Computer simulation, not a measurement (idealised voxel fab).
process module | voxel air gaps
cross-section cut | 250 nm wide | cells 5 nm
A cross-section is a grid of square cells, given in bands from the top down. A band is one or more rows of cells.
Each band's line starts with the height of the band's top and of its bottom, in nm. Then come its materials from left to right, each with its width in nm. One material with "throughout" fills the band from edge to edge. "air" is empty space.
Height 0 is the level under which the wafer as received is all one material. The lowest band goes on downwards, as in "0 down".
A width such as "30 to 40" changes by the same amount from each row of cells to the next, from the band's top row to its bottom row.
"no change" after a step means that no cell of the cross-section changed.
closed voids: empty space of 8 cells or more with no open way to the top, each as width x height at its distance from the left edge, in nm
after a step's settings: what the simulator itself notes on the step
overlay nm, on a step with a mask: how far to the right of its planned place the mask lay; to the left if negative
plan
1 op RECEIVE | material Si
2 op CONFORMAL_DEP | material SiO2 | thk nm 15
3 op CONFORMAL_DEP | material SiN | thk nm 5
4 op DIRECTIONAL_DEP | material SiO2 | thk nm 40
5 op DIRECTIONAL_DEP | material aC | thk nm 15
6 op PATTERN | tone open | mask id LINES | material resist | width nm 15 | pitch nm 40 | thk nm 35 | overlay nm 0
7 op DIRECTIONAL_ETCH | etch materials aC | depth nm 15
8 op STRIP | etch materials resist
9 op DIRECTIONAL_ETCH | etch materials SiO2 | depth nm 40
10 op STRIP | etch materials aC
11 op CONFORMAL_DEP | material TiN | thk nm 5
12 op FILL_DEP | material Cu | thk nm 5
13 op CMP | height nm 60
14 op EPI | material Ru | thk nm 10
15 op SELECTIVE_ETCH | etch materials SiO2 | depth nm 50
16 op CONFORMAL_DEP | material SiCN | thk nm 5
as received, after step 1
  0 down: Si throughout
  closed voids: none
first wafer at the end, as planned
  75 to 70: air 60 | SiCN 125 | air 65
  70 to 60: air 60 | SiCN 5 | Ru 35 | SiCN 5 | Ru 35 | SiCN 5 | Ru 35 | SiCN 5 | air 65
  60 to 55: air 60 | SiCN 15 | TiN 5 | Cu 5 | TiN 5 | SiCN 25 | TiN 5 | Cu 5 | TiN 5 | SiCN 25 | TiN 5 | Cu 5 | TiN 5 | SiCN 15 | air 65
  55 to 25: air 70 | SiCN 5 | TiN 5 | Cu 5 | TiN 5 | SiCN 5 | air 15 | SiCN 5 | TiN 5 | Cu 5 | TiN 5 | SiCN 5 | air 15 | SiCN 5 | TiN 5 | Cu 5 | TiN 5 | SiCN 5 | air 75
  25 to 20: SiCN 75 | TiN 15 | SiCN 25 | TiN 15 | SiCN 25 | TiN 15 | SiCN 80
  20 to 15: SiN throughout
  15 to 0: SiO2 throughout
  0 down: Si throughout
  closed voids: 15 x 30 at 95; 15 x 30 at 135
second wafer at the end: like start, like plan, one mistake
  70 to 65: air 60 | SiCN 125 | air 65
  65 to 55: air 60 | SiCN 5 | Ru 35 | SiCN 5 | Ru 35 | SiCN 5 | Ru 35 | SiCN 5 | air 65
  55 to 50: air 60 | SiCN 15 | TiN 5 | Cu 5 | TiN 5 | SiCN 25 | TiN 5 | Cu 5 | TiN 5 | SiCN 25 | TiN 5 | Cu 5 | TiN 5 | SiCN 15 | air 65
  50 to 25: air 70 | SiCN 5 | TiN 5 | Cu 5 | TiN 5 | SiCN 5 | air 15 | SiCN 5 | TiN 5 | Cu 5 | TiN 5 | SiCN 5 | air 15 | SiCN 5 | TiN 5 | Cu 5 | TiN 5 | SiCN 5 | air 75
  25 to 20: SiCN 75 | TiN 15 | SiCN 25 | TiN 15 | SiCN 25 | TiN 15 | SiCN 80
  20 to 15: SiN throughout
  15 to 0: SiO2 throughout
  0 down: Si throughout
  closed voids: 15 x 25 at 95; 15 x 25 at 135
what went wrong: step 13 ran as: op CMP | height nm 55
at the end the second wafer has, in cells: 3 fewer of Cu | 6 fewer of SiCN | 6 fewer of TiN
